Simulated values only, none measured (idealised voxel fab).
The following process module bears the name voxel spacer lines.
FYI the section here is cut, 295 nm wide, cells are 5 nm squares.
Heads up, the way a cross-section reads in here is a grid of square cells, handed over as bands from the top down, with every band being one or more rows of cells. In this notation a band is specified by the heights of its top and bottom, in that order and in nm, after which its materials appear from left to right, each paired with its width in nm. The word "throughout" attached to a single material means that material fills the band from edge to edge; the word "air" stands for empty space. Below 0: as-received wafer, all one material; heights counted from there. Lowest band: no bottom, goes on down, written "0 and below". Think of "30 to 40" as a width that walks from the first number to the second as you go down the band, top row to bottom row, taking equal-sized steps from row to row. Where the words "all unchanged" appear for a step, the cross-section shows no cell changed by that step; every cell remained as before. Closed empty spaces (no open way to the top) of 8 cells or more are what "Closed internal voids" lists, each as width x height at distance from the left edge, nm for all three. On a step's line, text after the settings is the simulator commenting on that step. The setting "overlay nm" may be written on the line of a step. When the step uses a mask, the value reports how far to the right of the planned place the mask lay, and a negative value reports that it lay to the left.

These are the steps we planned for the process:
step 1: RECEIVE,material Si
step 2: CONFORMAL_DEP,material Al2O3,thk nm 5
step 3: DIRECTIONAL_DEP,material W,thk nm 15
step 4: DIRECTIONAL_DEP,material aC,thk nm 20
step 5: PATTERN,tone cover,mask id MANDREL,material resist,width nm 15,pitch nm 60,thk nm 25,overlay nm 0
step 6: DIRECTIONAL_ETCH,etch materials aC,depth nm 20
step 7: STRIP,etch materials resist
step 8: CONFORMAL_DEP,material SiN,thk nm 10
step 9: DIRECTIONAL_ETCH,etch materials SiN,depth nm 10
step 10: STRIP,etch materials aC
step 11: DIRECTIONAL_ETCH,etch materials W,depth nm 15
step 12: STRIP,etch materials SiN
step 13: FILL_DEP,material lowk,thk nm 5
step 14: CMP,height nm 20
For clarity, it should be stated that the wafers under discussion commence in an identical condition and differ with respect to the width nm of step 5, the plan indicating the value that the first wafer had.

First wafer of several, as received: cross-section after step 1:
> 0 and below: Si throughout
> Closed internal voids: none

Wafer cross-section (first of several) - module end, post step 14 (last step):
> 20 down to 5: lowk 70, then W 10, then lowk 15, then W 10, then lowk 25, then W 10, then lowk 15, then W 10, then lowk 25, then W 10, then lowk 15, then W 10, then lowk 70
> 5 down to 0: Al2O3 throughout
> 0 and below: Si throughout
> Closed internal voids: none

End of module: cross-section, last of several wafers:
> 20 down to 5: lowk 60, then W 10, then lowk 35, then W 10, then lowk 5, then W 10, then lowk 35, then W 10, then lowk 5, then W 10, then lowk 35, then W 10, then lowk 60
> 5 down to 0: Al2O3 throughout
> 0 and below: Si throughout
> Closed internal voids: none

Below is a per-wafer table. In it, each row describes the wafer at the end of the module by giving, for each material, the number of cells gained (+) or lost (-) since the wafer was received, and after that the closed voids of the wafer:
width nm 15, +59 Al2O3, +36 W, +141 lowk, Closed internal voids: none
width nm 20, +59 Al2O3, +36 W, +141 lowk, Closed internal voids: none
width nm 25, +59 Al2O3, +36 W, +141 lowk, Closed internal voids: none
width nm 30, +59 Al2O3, +36 W, +141 lowk, Closed internal voids: none
width nm 35, +59 Al2O3, +36 W, +141 lowk, Closed internal voids: none
